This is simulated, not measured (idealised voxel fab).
You're looking at the process module voxel wiring stack.
Square cells of 5 nm make up the cross-section cut, whose width is 165 nm.
Throughout this document, each cross-section is represented as a grid of square cells and is presented as a sequence of bands enumerated from the top downward, where a band comprises one or more rows of cells. Read a band's entry like this: the first values are the height of its top and the height of its bottom in nm, and what follows is the sequence of materials from left to right, each with its width in nm. Note that "blank" is empty space, and that a single material marked "edge to edge" reaches across the band from edge to edge. Heights are reckoned from 0. Under this level, the received wafer is all of one material. The bottommost band is open-ended downward, for example "0 and below". Top row gets the first number, bottom row gets the second, and each row in between changes by the same step: that is how a band width like "30->40" works. Where a step carries "no modification", the cross-section came out of it unchanged, cell for cell. Reported under the label "Voids lacking openings" are the empty spaces having no open way to the top and comprising 8 cells or more; the notation for each is width x height at distance, in which the distance is measured from the left edge and all three values are in nm. Formally, on a step line, whatever follows the settings is a remark that the simulator itself makes on the step. For masked steps, "overlay nm" on the step line gives how far right of plan the mask actually lay; a minus sign means it lay to the left.
## Planned process steps
1: RECEIVE (material Si)
2: CONFORMAL_DEP (material SiO2; thk nm 10)
3: CONFORMAL_DEP (material SiCN; thk nm 5)
4: DIRECTIONAL_DEP (material lowk; thk nm 25)
5: PATTERN (tone open; mask id METAL_1; material resist; width nm 20; pitch nm 45; thk nm 20; overlay nm 0)
6: DIRECTIONAL_ETCH (etch materials lowk; depth nm 25)
7: DIRECTIONAL_ETCH (etch materials SiCN; depth nm 5)
8: STRIP (etch materials resist)
9: CONFORMAL_DEP (material TiN; thk nm 5)
10: FILL_DEP (material Ru; thk nm 5)
11: CMP (height nm 40)
12: EPI (material Ru; thk nm 5)
13: FILL_DEP (material SiCN; thk nm 5)
14: DIRECTIONAL_DEP (material SiO2; thk nm 35)
15: MASKED_ETCH (tone open; mask id METAL_2_HOLES; width nm 15; pitch nm 45; etch materials SiO2; depth nm 35; overlay nm 0)
16: MASKED_ETCH (tone open; mask id METAL_2; width nm 20; pitch nm 45; etch materials SiO2; depth nm 20; overlay nm 0)
17: MASKED_ETCH (tone open; mask id METAL_2; width nm 20; pitch nm 45; etch materials SiCN; depth nm 5; overlay nm 0)
18: CONFORMAL_DEP (material TiN; thk nm 5)
19: FILL_DEP (material Cu; thk nm 10)
20: CMP (height nm 85)
21: CONFORMAL_DEP (material SiN; thk nm 5)
## As received (post step 1): cross-section
	0 and below  Si edge to edge
	Voids lacking openings: none
## Same starting wafer, same plan as above, one mistake in the execution; this is the cross-section at the end of the module
	90 down to 85  SiN edge to edge
	85 down to 70  SiO2=50 | TiN=5 | Cu=10 | TiN=5 | SiO2=25 | TiN=5 | Cu=10 | TiN=5 | SiO2=50
	70 down to 65  SiO2=50 | TiN=10 | Cu=5 | TiN=5 | SiO2=25 | TiN=10 | Cu=5 | TiN=5 | SiO2=50
	65 down to 50  SiO2=55 | TiN=5 | Cu=5 | TiN=5 | SiO2=30 | TiN=5 | Cu=5 | TiN=5 | SiO2=50
	50 down to 45  SiCN=55 | TiN=15 | SiCN=30 | TiN=15 | SiCN=50
	45 down to 40  SiCN=45 | Ru=30 | SiCN=15 | Ru=30 | SiCN=45
	40 down to 15  lowk=50 | TiN=5 | Ru=10 | TiN=5 | lowk=25 | TiN=5 | Ru=10 | TiN=5 | lowk=50
	15 down to 10  SiCN=50 | TiN=20 | SiCN=25 | TiN=20 | SiCN=50
	10 down to 0  SiO2 edge to edge
	0 and below  Si edge to edge
	Voids lacking openings: none
The mistake made against the process plan was this: it should be noted that step 15 was executed with settings other than those planned, the operation and settings actually applied being MASKED_ETCH (tone open; mask id METAL_2_HOLES; width nm 15; pitch nm 45; etch materials SiO2; depth nm 35; overlay nm 5)
